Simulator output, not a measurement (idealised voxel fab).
The following is a process module called voxel self aligned vias.
In the cross-section labelled cut, the width is 190 nm and each square cell is 5 nm.
Bands, listed from the top down, are how a cross-section gets written in this document; the cross-section itself is a grid of square cells, and a band is one or more rows of them.
Top height, bottom height, nm. Materials left to right, width each, nm. Single material + "full width" = fills band edge to edge. "blank" = empty.
Heights are reckoned from 0. Under this level, the received wafer is all of one material. The bottommost band is open-ended downward, for example "from 0 down".
The width entry "30 to 40" should be interpreted row by row: the top row of cells in the band takes the first number, the bottom row takes the second number, and the change between adjacent rows is uniform throughout.
Any step labelled "nothing changed" changed none of the cells in the cross-section.
Enclosed voids (no open way to top), threshold 8 cells or more, entry "Unvented voids", notation width x height at distance, distance from left edge, nm.
Read whatever lies past the settings on a step's line as the simulator's own remark about the step.
"overlay nm" answers the question of how far to the right of plan the mask lay on a step that has a mask, and when it is negative the answer is to the left.

Here's what the planned process steps look like
1 op RECEIVE | material Si
2 op CONFORMAL_DEP | material SiO2 | thk nm 15
3 op CONFORMAL_DEP | material SiCN | thk nm 5
4 op DIRECTIONAL_DEP | material SiO2 | thk nm 30
5 op DIRECTIONAL_DEP | material aC | thk nm 10
6 op PATTERN | tone open | mask id LINES | material resist | width nm 25 | pitch nm 75 | thk nm 30 | overlay nm 0
7 op DIRECTIONAL_ETCH | etch materials aC | depth nm 10
8 op STRIP | etch materials resist
9 op DIRECTIONAL_ETCH | etch materials SiO2 | depth nm 30
10 op STRIP | etch materials aC
11 op CONFORMAL_DEP | material TiN | thk nm 5
12 op FILL_DEP | material W | thk nm 10
13 op CMP | height nm 50
14 op SELECTIVE_ETCH | etch materials W Ru TiN | depth nm 5
15 op FILL_DEP | material SiN | thk nm 5
16 op CMP | height nm 50
17 op DIRECTIONAL_DEP | material SiO2 | thk nm 20
18 op MASKED_ETCH | tone open | mask id VIAS | width nm 45 | pitch nm 75 | etch materials SiO2 | depth nm 20 | overlay nm 0
19 op MASKED_ETCH | tone open | mask id VIAS | width nm 45 | pitch nm 75 | etch materials SiN | depth nm 5 | overlay nm 0
20 op CONFORMAL_DEP | material TiN | thk nm 5
21 op FILL_DEP | material W | thk nm 5
22 op CMP | height nm 70
23 op CONFORMAL_DEP | material SiCN | thk nm 5

Cross-section: wafer on arrival = after step 1
    from 0 down  Si full width
    Unvented voids: none

a wafer at the end: this start, this plan, one mistake
    from 75 to 70  SiCN full width
    from 70 to 50  35 SiO2, 5 TiN, 35 W, 5 TiN, 30 SiO2, 5 TiN, 35 W, 5 TiN, 35 SiO2
    from 50 to 45  35 SiN, 45 TiN, 30 SiN, 45 TiN, 35 SiN
    from 45 to 40  W full width
    from 40 to 35  50 TiN, 15 W, 60 TiN, 15 W, 50 TiN
    from 35 to 10  45 SiO2, 5 TiN, 15 W, 5 TiN, 50 SiO2, 5 TiN, 15 W, 5 TiN, 45 SiO2
    from 10 to 5  45 SiO2, 25 TiN, 50 SiO2, 25 TiN, 45 SiO2
    from 5 to 0  SiCN full width
    from 0 down  Si full width
    Unvented voids: none
Plan not followed: plan step 2 never ran because it was skipped
